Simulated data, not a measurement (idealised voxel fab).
Presented below is a process module, voxel transistor to metal.
This is section cut - it's 180 nm across, gridded in 5 nm square cells.
In what follows, cross-sections appear as grids of square cells, described through bands that run from the top down, where every band is one or more rows of cells. What a band's entry tells you: where the top is and where the bottom is, as heights in nm, and after that what lies inside, material by material from left to right, each with its width in nm. Empty space is written as the word "empty", and a single material marked with the word "edge to edge" occupies the band from edge to edge. Height 0 is the level under which the wafer as received is all one material. The lowest band goes on downwards, as in "0 -> down". A two-number width, for instance "30..40", indicates that the width is equal to the first number in the top row of the band and to the second number in the bottom row, and that it changes by a constant amount per row of cells. Step marked "all unchanged"? Then no cell in the cross-section changed in it. Under "Sealed void listing" you'll find the enclosed gaps, the ones with no way out to the top, that are 8 cells or bigger; each reads width x height at distance, with distance counted from the left edge, everything in nm. Formally, on a step line, whatever follows the settings is a remark that the simulator itself makes on the step. "overlay nm", when on a step's line for a step with a mask, measures how far to the right of its planned place the mask lay; a negative measure means to the left.

# So here's the lineup of process steps we planned
1 RECEIVE with material Si
2 CONFORMAL_DEP with material SiO2, thk nm 5
3 CONFORMAL_DEP with material SiN, thk nm 10
4 DIRECTIONAL_DEP with material aC, thk nm 15
5 PATTERN with tone cover, mask id ACTIVE, material resist, width nm 115, thk nm 35, overlay nm 0
6 DIRECTIONAL_ETCH with etch materials aC, depth nm 15
7 STRIP with etch materials resist
8 DIRECTIONAL_ETCH with etch materials SiN, depth nm 10
9 DIRECTIONAL_ETCH with etch materials SiO2, depth nm 5
10 DIRECTIONAL_ETCH with etch materials Si, depth nm 20
11 STRIP with etch materials aC
12 OXIDIZE with depth nm 5
13 FILL_DEP with material SiO2, thk nm 15
14 CMP with height nm 15
15 SELECTIVE_ETCH with etch materials SiO2, depth nm 5
16 STRIP with etch materials SiN
17 SELECTIVE_ETCH with etch materials SiO2, depth nm 5
18 OXIDIZE with depth nm 5
19 DIRECTIONAL_DEP with material polySi, thk nm 30
20 DIRECTIONAL_DEP with material SiCN, thk nm 10
21 MASKED_ETCH with tone cover, mask id GATE, width nm 25, etch materials SiCN, depth nm 20, overlay nm 0
22 MASKED_ETCH with tone cover, mask id GATE, width nm 25, etch materials polySi, depth nm 40, overlay nm 0
23 CONFORMAL_DEP with material SiN, thk nm 5
24 DIRECTIONAL_ETCH with etch materials SiN, depth nm 5
25 DIRECTIONAL_ETCH with etch materials SiO2, depth nm 5
26 DIRECTIONAL_ETCH with etch materials Si, depth nm 15
27 EPI with material nSi, thk nm 15
28 FILL_DEP with material SiO2, thk nm 5
29 CMP with height nm 30
30 STRIP with etch materials polySi
31 SELECTIVE_ETCH with etch materials SiO2, depth nm 5
32 CONFORMAL_DEP with material HfO2, thk nm 5
33 CONFORMAL_DEP with material TiN, thk nm 5
34 FILL_DEP with material W, thk nm 10
35 CMP with height nm 25
36 DIRECTIONAL_DEP with material SiO2, thk nm 10
37 MASKED_ETCH with tone open, mask id CONTACT, width nm 15, pitch nm 80, etch materials SiO2, depth nm 40, overlay nm 0
38 CONFORMAL_DEP with material TiN, thk nm 5
39 FILL_DEP with material W, thk nm 5
40 CMP with height nm 35
41 DIRECTIONAL_DEP with material TiN, thk nm 5
42 DIRECTIONAL_DEP with material Ru, thk nm 20
43 MASKED_ETCH with tone cover, mask id METAL_1, width nm 15, pitch nm 80, etch materials Ru, depth nm 20, overlay nm 0
44 MASKED_ETCH with tone cover, mask id METAL_1, width nm 15, pitch nm 80, etch materials TiN, depth nm 5, overlay nm 0
45 CONFORMAL_DEP with material SiN, thk nm 5
46 FILL_DEP with material SiO2, thk nm 10
47 CMP with height nm 60
48 CONFORMAL_DEP with material SiCN, thk nm 5

# First of two wafers: run as planned

# as received, after step 1
    0 -> down = Si edge to edge
    Sealed void listing: none

# Wafer after step 2 (cross-section)
    5 -> 0 = SiO2 edge to edge
    Everything under 0 stays put, no change at all.

# Wafer after step 3 (cross-section)
    15 -> 5 = SiN edge to edge
    Everything under 5 stays put, no change at all.

# Wafer after step 4 (cross-section)
    30 -> 15 = aC edge to edge
    Everything under 15 stays put, no change at all.

# Wafer after step 5 (cross-section)
    65 -> 30 = 30 nm empty, 115 nm resist, 35 nm empty
    Everything under 30 stays put, no change at all.

# Wafer after step 6 (cross-section)
    50 -> 30 = 30 nm empty, 115 nm resist, 35 nm empty
    30 -> 15 = 30 nm empty, 115 nm aC, 35 nm empty
    Everything under 15 stays put, no change at all.

# Wafer after step 7 (cross-section)
    30 -> 15 = 30 nm empty, 115 nm aC, 35 nm empty
    Everything under 15 stays put, no change at all.

# Wafer after step 8 (cross-section)
    30 -> 15 = 30 nm empty, 115 nm aC, 35 nm empty
    15 -> 5 = 30 nm empty, 115 nm SiN, 35 nm empty
    Everything under 5 stays put, no change at all.

# Wafer after step 9 (cross-section)
    30 -> 15 = 30 nm empty, 115 nm aC, 35 nm empty
    15 -> 5 = 30 nm empty, 115 nm SiN, 35 nm empty
    5 -> 0 = 30 nm empty, 115 nm SiO2, 35 nm empty
    Everything under 0 stays put, no change at all.

# Wafer after step 10 (cross-section)
    30 -> 15 = 30 nm empty, 115 nm aC, 35 nm empty
    15 -> 5 = 30 nm empty, 115 nm SiN, 35 nm empty
    5 -> 0 = 30 nm empty, 115 nm SiO2, 35 nm empty
    0 -> -20 = 30 nm empty, 115 nm Si, 35 nm empty
    Everything under -20 stays put, no change at all.

# Wafer after step 11 (cross-section)
    15 -> 5 = 30 nm empty, 115 nm SiN, 35 nm empty
    Everything under 5 stays put, no change at all.

# Wafer after step 12 (cross-section)
    15 -> 5 = 30 nm empty, 115 nm SiN, 35 nm empty
    5 -> 0 = 30 nm empty, 115 nm SiO2, 35 nm empty
    0 -> -20 = 30 nm empty, 5 nm SiO2, 105 nm Si, 5 nm SiO2, 35 nm empty
    -20 -> -25 = 35 nm SiO2, 105 nm Si, 40 nm SiO2
    Everything under -25 stays put, no change at all.

# Wafer after step 13 (cross-section)
    30 -> 15 = SiO2 edge to edge
    15 -> 5 = 30 nm SiO2, 115 nm SiN, 35 nm SiO2
    5 -> 0 = SiO2 edge to edge
    0 -> -25 = 35 nm SiO2, 105 nm Si, 40 nm SiO2
    Everything under -25 stays put, no change at all.

# Wafer after step 14 (cross-section)
    15 -> 5 = 30 nm SiO2, 115 nm SiN, 35 nm SiO2
    Everything under 5 stays put, no change at all.

# Wafer after step 15 (cross-section)
    15 -> 10 = 30 nm empty, 115 nm SiN, 35 nm empty
    Everything under 10 stays put, no change at all.

# Wafer after step 16 (cross-section)
    10 -> 5 = 30 nm SiO2, 115 nm empty, 35 nm SiO2
    Everything under 5 stays put, no change at all.

# Wafer after step 17 (cross-section)
    5 -> 0 = 25 nm SiO2, 125 nm empty, 30 nm SiO2
    Everything under 0 stays put, no change at all.

# Wafer after step 18 (cross-section)
    5 -> 0 = 25 nm SiO2, 125 nm empty, 30 nm SiO2
    0 -> -5 = SiO2 edge to edge
    Everything under -5 stays put, no change at all.

# Wafer after step 19 (cross-section)
    35 -> 30 = 25 nm polySi, 125 nm empty, 30 nm polySi
    30 -> 5 = polySi edge to edge
    5 -> 0 = 25 nm SiO2, 125 nm polySi, 30 nm SiO2
    Everything under 0 stays put, no change at all.

# Wafer after step 20 (cross-section)
    45 -> 40 = 25 nm SiCN, 125 nm empty, 30 nm SiCN
    40 -> 35 = SiCN edge to edge
    35 -> 30 = 25 nm polySi, 125 nm SiCN, 30 nm polySi
    Everything under 30 stays put, no change at all.

# Wafer after step 21 (cross-section)
    40 -> 35 = 75 nm empty, 25 nm SiCN, 80 nm empty
    35 -> 30 = 25 nm polySi, 50 nm empty, 25 nm SiCN, 50 nm empty, 30 nm polySi
    Everything under 30 stays put, no change at all.

# Wafer after step 22 (cross-section)
    40 -> 30 = 75 nm empty, 25 nm SiCN, 80 nm empty
    30 -> 5 = 75 nm empty, 25 nm polySi, 80 nm empty
    5 -> 0 = 25 nm SiO2, 50 nm empty, 25 nm polySi, 50 nm empty, 30 nm SiO2
    Everything under 0 stays put, no change at all.

# Wafer after step 23 (cross-section)
    45 -> 40 = 70 nm empty, 35 nm SiN, 75 nm empty
    40 -> 30 = 70 nm empty, 5 nm SiN, 25 nm SiCN, 5 nm SiN, 75 nm empty
    30 -> 10 = 70 nm empty, 5 nm SiN, 25 nm polySi, 5 nm SiN, 75 nm empty
    10 -> 5 = 30 nm SiN, 40 nm empty, 5 nm SiN, 25 nm polySi, 5 nm SiN, 40 nm empty, 35 nm SiN
    5 -> 0 = 25 nm SiO2, 50 nm SiN, 25 nm polySi, 50 nm SiN, 30 nm SiO2
    Everything under 0 stays put, no change at all.

# Wafer after step 24 (cross-section)
    40 -> 30 = 70 nm empty, 5 nm SiN, 25 nm SiCN, 5 nm SiN, 75 nm empty
    30 -> 5 = 70 nm empty, 5 nm SiN, 25 nm polySi, 5 nm SiN, 75 nm empty
    5 -> 0 = 25 nm SiO2, 5 nm SiN, 40 nm empty, 5 nm SiN, 25 nm polySi, 5 nm SiN, 40 nm empty, 5 nm SiN, 30 nm SiO2
    Everything under 0 stays put, no change at all.

# Wafer after step 25 (cross-section)
    40 -> 30 = 70 nm empty, 5 nm SiN, 25 nm SiCN, 5 nm SiN, 75 nm empty
    30 -> 5 = 70 nm empty, 5 nm SiN, 25 nm polySi, 5 nm SiN, 75 nm empty
    5 -> 0 = 25 nm empty, 5 nm SiN, 40 nm empty, 5 nm SiN, 25 nm polySi, 5 nm SiN, 40 nm empty, 5 nm SiN, 30 nm empty
    0 -> -5 = 30 nm SiO2, 40 nm empty, 35 nm SiO2, 40 nm empty, 35 nm SiO2
    Everything under -5 stays put, no change at all.

# Wafer after step 26 (cross-section)
    40 -> 30 = 70 nm empty, 5 nm SiN, 25 nm SiCN, 5 nm SiN, 75 nm empty
    30 -> 5 = 70 nm empty, 5 nm SiN, 25 nm polySi, 5 nm SiN, 75 nm empty
    5 -> 0 = 25 nm empty, 5 nm SiN, 40 nm empty, 5 nm SiN, 25 nm polySi, 5 nm SiN, 40 nm empty, 5 nm SiN, 30 nm empty
    0 -> -5 = 30 nm SiO2, 40 nm empty, 35 nm SiO2, 40 nm empty, 35 nm SiO2
    -5 -> -20 = 35 nm SiO2, 35 nm empty, 35 nm Si, 35 nm empty, 40 nm SiO2
    Everything under -20 stays put, no change at all.

# Wafer after step 27 (cross-section)
    40 -> 30 = 70 nm empty, 5 nm SiN, 25 nm SiCN, 5 nm SiN, 75 nm empty
    30 -> 10 = 70 nm empty, 5 nm SiN, 25 nm polySi, 5 nm SiN, 75 nm empty
    10 -> 5 = 55 nm empty, 15 nm nSi, 5 nm SiN, 25 nm polySi, 5 nm SiN, 15 nm nSi, 60 nm empty
    5 -> 0 = 25 nm empty, 5 nm SiN, 25 nm empty, 15 nm nSi, 5 nm SiN, 25 nm polySi, 5 nm SiN, 15 nm nSi, 25 nm empty, 5 nm SiN, 30 nm empty
    0 -> -5 = 30 nm SiO2, 25 nm empty, 15 nm nSi, 35 nm SiO2, 15 nm nSi, 25 nm empty, 35 nm SiO2
    -5 -> -20 = 35 nm SiO2, 35 nm nSi, 35 nm Si, 35 nm nSi, 40 nm SiO2
    Everything under -20 stays put, no change at all.

# Wafer after step 28 (cross-section)
    45 -> 40 = SiO2 edge to edge
    40 -> 30 = 70 nm SiO2, 5 nm SiN, 25 nm SiCN, 5 nm SiN, 75 nm SiO2
    30 -> 10 = 70 nm SiO2, 5 nm SiN, 25 nm polySi, 5 nm SiN, 75 nm SiO2
    10 -> 5 = 55 nm SiO2, 15 nm nSi, 5 nm SiN, 25 nm polySi, 5 nm SiN, 15 nm nSi, 60 nm SiO2
    5 -> 0 = 25 nm SiO2, 5 nm SiN, 25 nm SiO2, 15 nm nSi, 5 nm SiN, 25 nm polySi, 5 nm SiN, 15 nm nSi, 25 nm SiO2, 5 nm SiN, 30 nm SiO2
    0 -> -5 = 55 nm SiO2, 15 nm nSi, 35 nm SiO2, 15 nm nSi, 60 nm SiO2
    Everything under -5 stays put, no change at all.

# Wafer after step 29 (cross-section)
    30 -> 10 = 70 nm SiO2, 5 nm SiN, 25 nm polySi, 5 nm SiN, 75 nm SiO2
    Everything under 10 stays put, no change at all.

# Wafer after step 30 (cross-section)
    30 -> 10 = 70 nm SiO2, 5 nm SiN, 25 nm empty, 5 nm SiN, 75 nm SiO2
    10 -> 5 = 55 nm SiO2, 15 nm nSi, 5 nm SiN, 25 nm empty, 5 nm SiN, 15 nm nSi, 60 nm SiO2
    5 -> 0 = 25 nm SiO2, 5 nm SiN, 25 nm SiO2, 15 nm nSi, 5 nm SiN, 25 nm empty, 5 nm SiN, 15 nm nSi, 25 nm SiO2, 5 nm SiN, 30 nm SiO2
    Everything under 0 stays put, no change at all.

# Wafer after step 31 (cross-section)
    30 -> 25 = 70 nm empty, 5 nm SiN, 25 nm empty, 5 nm SiN, 75 nm empty
    25 -> 10 = 70 nm SiO2, 5 nm SiN, 25 nm empty, 5 nm SiN, 75 nm SiO2
    10 -> 5 = 55 nm SiO2, 15 nm nSi, 5 nm SiN, 25 nm empty, 5 nm SiN, 15 nm nSi, 60 nm SiO2
    5 -> 0 = 25 nm SiO2, 5 nm SiN, 25 nm SiO2, 15 nm nSi, 5 nm SiN, 25 nm empty, 5 nm SiN, 15 nm nSi, 25 nm SiO2, 5 nm SiN, 30 nm SiO2
    0 -> -5 = 55 nm SiO2, 15 nm nSi, 35 nm empty, 15 nm nSi, 60 nm SiO2
    Everything under -5 stays put, no change at all.

# Wafer after step 32 (cross-section)
    35 -> 30 = 65 nm empty, 15 nm HfO2, 15 nm empty, 15 nm HfO2, 70 nm empty
    30 -> 25 = 70 nm HfO2, 5 nm SiN, 5 nm HfO2, 15 nm empty, 5 nm HfO2, 5 nm SiN, 75 nm HfO2
    25 -> 10 = 70 nm SiO2, 5 nm SiN, 5 nm HfO2, 15 nm empty, 5 nm HfO2, 5 nm SiN, 75 nm SiO2
    10 -> 5 = 55 nm SiO2, 15 nm nSi, 5 nm SiN, 5 nm HfO2, 15 nm empty, 5 nm HfO2, 5 nm SiN, 15 nm nSi, 60 nm SiO2
    5 -> 0 = 25 nm SiO2, 5 nm SiN, 25 nm SiO2, 15 nm nSi, 5 nm SiN, 5 nm HfO2, 15 nm empty, 5 nm HfO2, 5 nm SiN, 15 nm nSi, 25 nm SiO2, 5 nm SiN, 30 nm SiO2
    0 -> -5 = 55 nm SiO2, 15 nm nSi, 35 nm HfO2, 15 nm nSi, 60 nm SiO2
    Everything under -5 stays put, no change at all.

# Wafer after step 33 (cross-section)
    40 -> 35 = 60 nm empty, 25 nm TiN, 5 nm empty, 25 nm TiN, 65 nm empty
    35 -> 30 = 65 nm TiN, 15 nm HfO2, 5 nm TiN, 5 nm empty, 5 nm TiN, 15 nm HfO2, 70 nm TiN
    30 -> 25 = 70 nm HfO2, 5 nm SiN, 5 nm HfO2, 5 nm TiN, 5 nm empty, 5 nm TiN, 5 nm HfO2, 5 nm SiN, 75 nm HfO2
    25 -> 10 = 70 nm SiO2, 5 nm SiN, 5 nm HfO2, 5 nm TiN, 5 nm empty, 5 nm TiN, 5 nm HfO2, 5 nm SiN, 75 nm SiO2
    10 -> 5 = 55 nm SiO2, 15 nm nSi, 5 nm SiN, 5 nm HfO2, 5 nm TiN, 5 nm empty, 5 nm TiN, 5 nm HfO2, 5 nm SiN, 15 nm nSi, 60 nm SiO2
    5 -> 0 = 25 nm SiO2, 5 nm SiN, 25 nm SiO2, 15 nm nSi, 5 nm SiN, 5 nm HfO2, 15 nm TiN, 5 nm HfO2, 5 nm SiN, 15 nm nSi, 25 nm SiO2, 5 nm SiN, 30 nm SiO2
    Everything under 0 stays put, no change at all.

# Wafer after step 34 (cross-section)
    50 -> 40 = W edge to edge
    40 -> 35 = 60 nm W, 25 nm TiN, 5 nm W, 25 nm TiN, 65 nm W
    35 -> 30 = 65 nm TiN, 15 nm HfO2, 5 nm TiN, 5 nm W, 5 nm TiN, 15 nm HfO2, 70 nm TiN
    30 -> 25 = 70 nm HfO2, 5 nm SiN, 5 nm HfO2, 5 nm TiN, 5 nm W, 5 nm TiN, 5 nm HfO2, 5 nm SiN, 75 nm HfO2
    25 -> 10 = 70 nm SiO2, 5 nm SiN, 5 nm HfO2, 5 nm TiN, 5 nm W, 5 nm TiN, 5 nm HfO2, 5 nm SiN, 75 nm SiO2
    10 -> 5 = 55 nm SiO2, 15 nm nSi, 5 nm SiN, 5 nm HfO2, 5 nm TiN, 5 nm W, 5 nm TiN, 5 nm HfO2, 5 nm SiN, 15 nm nSi, 60 nm SiO2
    Everything under 5 stays put, no change at all.

# Wafer after step 35 (cross-section)
    25 -> 10 = 70 nm SiO2, 5 nm SiN, 5 nm HfO2, 5 nm TiN, 5 nm W, 5 nm TiN, 5 nm HfO2, 5 nm SiN, 75 nm SiO2
    Everything under 10 stays put, no change at all.

# Wafer after step 36 (cross-section)
    35 -> 25 = SiO2 edge to edge
    Everything under 25 stays put, no change at all.

# Wafer after step 37 (cross-section)
    35 -> 25 = 40 nm SiO2, 15 nm empty, 65 nm SiO2, 15 nm empty, 45 nm SiO2
    25 -> 10 = 40 nm SiO2, 15 nm empty, 15 nm SiO2, 5 nm SiN, 5 nm HfO2, 5 nm TiN, 5 nm W, 5 nm TiN, 5 nm HfO2, 5 nm SiN, 15 nm SiO2, 15 nm empty, 45 nm SiO2
    10 -> 5 = 40 nm SiO2, 15 nm empty, 15 nm nSi, 5 nm SiN, 5 nm HfO2, 5 nm TiN, 5 nm W, 5 nm TiN, 5 nm HfO2, 5 nm SiN, 15 nm nSi, 15 nm empty, 45 nm SiO2
    5 -> 0 = 25 nm SiO2, 5 nm SiN, 10 nm SiO2, 15 nm empty, 15 nm nSi, 5 nm SiN, 5 nm HfO2, 15 nm TiN, 5 nm HfO2, 5 nm SiN, 15 nm nSi, 15 nm empty, 10 nm SiO2, 5 nm SiN, 30 nm SiO2
    0 -> -5 = 40 nm SiO2, 15 nm empty, 15 nm nSi, 35 nm HfO2, 15 nm nSi, 15 nm empty, 45 nm SiO2
    Everything under -5 stays put, no change at all.

# Wafer after step 38 (cross-section)
    40 -> 35 = 45 nm TiN, 5 nm empty, 75 nm TiN, 5 nm empty, 50 nm TiN
    35 -> 25 = 40 nm SiO2, 5 nm TiN, 5 nm empty, 5 nm TiN, 65 nm SiO2, 5 nm TiN, 5 nm empty, 5 nm TiN, 45 nm SiO2
    25 -> 10 = 40 nm SiO2, 5 nm TiN, 5 nm empty, 5 nm TiN, 15 nm SiO2, 5 nm SiN, 5 nm HfO2, 5 nm TiN, 5 nm W, 5 nm TiN, 5 nm HfO2, 5 nm SiN, 15 nm SiO2, 5 nm TiN, 5 nm empty, 5 nm TiN, 45 nm SiO2
    10 -> 5 = 40 nm SiO2, 5 nm TiN, 5 nm empty, 5 nm TiN, 15 nm nSi, 5 nm SiN, 5 nm HfO2, 5 nm TiN, 5 nm W, 5 nm TiN, 5 nm HfO2, 5 nm SiN, 15 nm nSi, 5 nm TiN, 5 nm empty, 5 nm TiN, 45 nm SiO2
    5 -> 0 = 25 nm SiO2, 5 nm SiN, 10 nm SiO2, 5 nm TiN, 5 nm empty, 5 nm TiN, 15 nm nSi, 5 nm SiN, 5 nm HfO2, 15 nm TiN, 5 nm HfO2, 5 nm SiN, 15 nm nSi, 5 nm TiN, 5 nm empty, 5 nm TiN, 10 nm SiO2, 5 nm SiN, 30 nm SiO2
    0 -> -5 = 40 nm SiO2, 15 nm TiN, 15 nm nSi, 35 nm HfO2, 15 nm nSi, 15 nm TiN, 45 nm SiO2
    Everything under -5 stays put, no change at all.

# Wafer after step 39 (cross-section)
    45 -> 40 = W edge to edge
    40 -> 35 = 45 nm TiN, 5 nm W, 75 nm TiN, 5 nm W, 50 nm TiN
    35 -> 25 = 40 nm SiO2, 5 nm TiN, 5 nm W, 5 nm TiN, 65 nm SiO2, 5 nm TiN, 5 nm W, 5 nm TiN, 45 nm SiO2
    25 -> 10 = 40 nm SiO2, 5 nm TiN, 5 nm W, 5 nm TiN, 15 nm SiO2, 5 nm SiN, 5 nm HfO2, 5 nm TiN, 5 nm W, 5 nm TiN, 5 nm HfO2, 5 nm SiN, 15 nm SiO2, 5 nm TiN, 5 nm W, 5 nm TiN, 45 nm SiO2
    10 -> 5 = 40 nm SiO2, 5 nm TiN, 5 nm W, 5 nm TiN, 15 nm nSi, 5 nm SiN, 5 nm HfO2, 5 nm TiN, 5 nm W, 5 nm TiN, 5 nm HfO2, 5 nm SiN, 15 nm nSi, 5 nm TiN, 5 nm W, 5 nm TiN, 45 nm SiO2
    5 -> 0 = 25 nm SiO2, 5 nm SiN, 10 nm SiO2, 5 nm TiN, 5 nm W, 5 nm TiN, 15 nm nSi, 5 nm SiN, 5 nm HfO2, 15 nm TiN, 5 nm HfO2, 5 nm SiN, 15 nm nSi, 5 nm TiN, 5 nm W, 5 nm TiN, 10 nm SiO2, 5 nm SiN, 30 nm SiO2
    Everything under 0 stays put, no change at all.

# Wafer after step 40 (cross-section)
    35 -> 25 = 40 nm SiO2, 5 nm TiN, 5 nm W, 5 nm TiN, 65 nm SiO2, 5 nm TiN, 5 nm W, 5 nm TiN, 45 nm SiO2
    Everything under 25 stays put, no change at all.

# Wafer after step 41 (cross-section)
    40 -> 35 = TiN edge to edge
    Everything under 35 stays put, no change at all.

# Wafer after step 42 (cross-section)
    60 -> 40 = Ru edge to edge
    Everything under 40 stays put, no change at all.

# Wafer after step 43 (cross-section)
    60 -> 40 = 40 nm empty, 15 nm Ru, 65 nm empty, 15 nm Ru, 45 nm empty
    Everything under 40 stays put, no change at all.

# Wafer after step 44 (cross-section)
    60 -> 40 = 40 nm empty, 15 nm Ru, 65 nm empty, 15 nm Ru, 45 nm empty
    40 -> 35 = 40 nm empty, 15 nm TiN, 65 nm empty, 15 nm TiN, 45 nm empty
    Everything under 35 stays put, no change at all.

# Wafer after step 45 (cross-section)
    65 -> 60 = 35 nm empty, 25 nm SiN, 55 nm empty, 25 nm SiN, 40 nm empty
    60 -> 40 = 35 nm empty, 5 nm SiN, 15 nm Ru, 5 nm SiN, 55 nm empty, 5 nm SiN, 15 nm Ru, 5 nm SiN, 40 nm empty
    40 -> 35 = 40 nm SiN, 15 nm TiN, 65 nm SiN, 15 nm TiN, 45 nm SiN
    Everything under 35 stays put, no change at all.

# Wafer after step 46 (cross-section)
    75 -> 65 = SiO2 edge to edge
    65 -> 60 = 35 nm SiO2, 25 nm SiN, 55 nm SiO2, 25 nm SiN, 40 nm SiO2
    60 -> 40 = 35 nm SiO2, 5 nm SiN, 15 nm Ru, 5 nm SiN, 55 nm SiO2, 5 nm SiN, 15 nm Ru, 5 nm SiN, 40 nm SiO2
    Everything under 40 stays put, no change at all.

# Wafer after step 47 (cross-section)
    60 -> 40 = 35 nm SiO2, 5 nm SiN, 15 nm Ru, 5 nm SiN, 55 nm SiO2, 5 nm SiN, 15 nm Ru, 5 nm SiN, 40 nm SiO2
    Everything under 40 stays put, no change at all.

# Wafer after step 48 (cross-section)
    65 -> 60 = SiCN edge to edge
    Everything under 60 stays put, no change at all.

# Second wafer: same start and same plan as the first, one execution error; identical to the first through step 41

# Look at the second wafer in cross-section at the time step 42 ought to have finished
    60 -> 40 = SiO2 edge to edge
    Everything under 40 stays put, no change at all.

Look at the second wafer in cross-section at the time step 43 ought to have finished: all unchanged

Look at the second wafer in cross-section at the time step 44 ought to have finished: all unchanged

# Look at the second wafer in cross-section at the time step 45 ought to have finished
    65 -> 60 = SiN edge to edge
    Everything under 60 stays put, no change at all.

# Look at the second wafer in cross-section at the time step 46 ought to have finished
    75 -> 65 = SiO2 edge to edge
    Everything under 65 stays put, no change at all.

# Look at the second wafer in cross-section at the time step 47 ought to have finished
    60 -> 40 = SiO2 edge to edge
    Everything under 40 stays put, no change at all.

# Look at the second wafer in cross-section at the time step 48 ought to have finished
    65 -> 60 = SiCN edge to edge
    Everything under 60 stays put, no change at all.
Deviation noted in wafer processing: it should be noted that step 42 was executed with settings other than those planned, the operation and settings actually applied being DIRECTIONAL_DEP with material SiO2, thk nm 20
Count the cells at the end and the second wafer has more or fewer of some materials than the first: Ru: 24 fewer; SiN: 46 fewer; SiO2: 40 more; TiN: 30 more
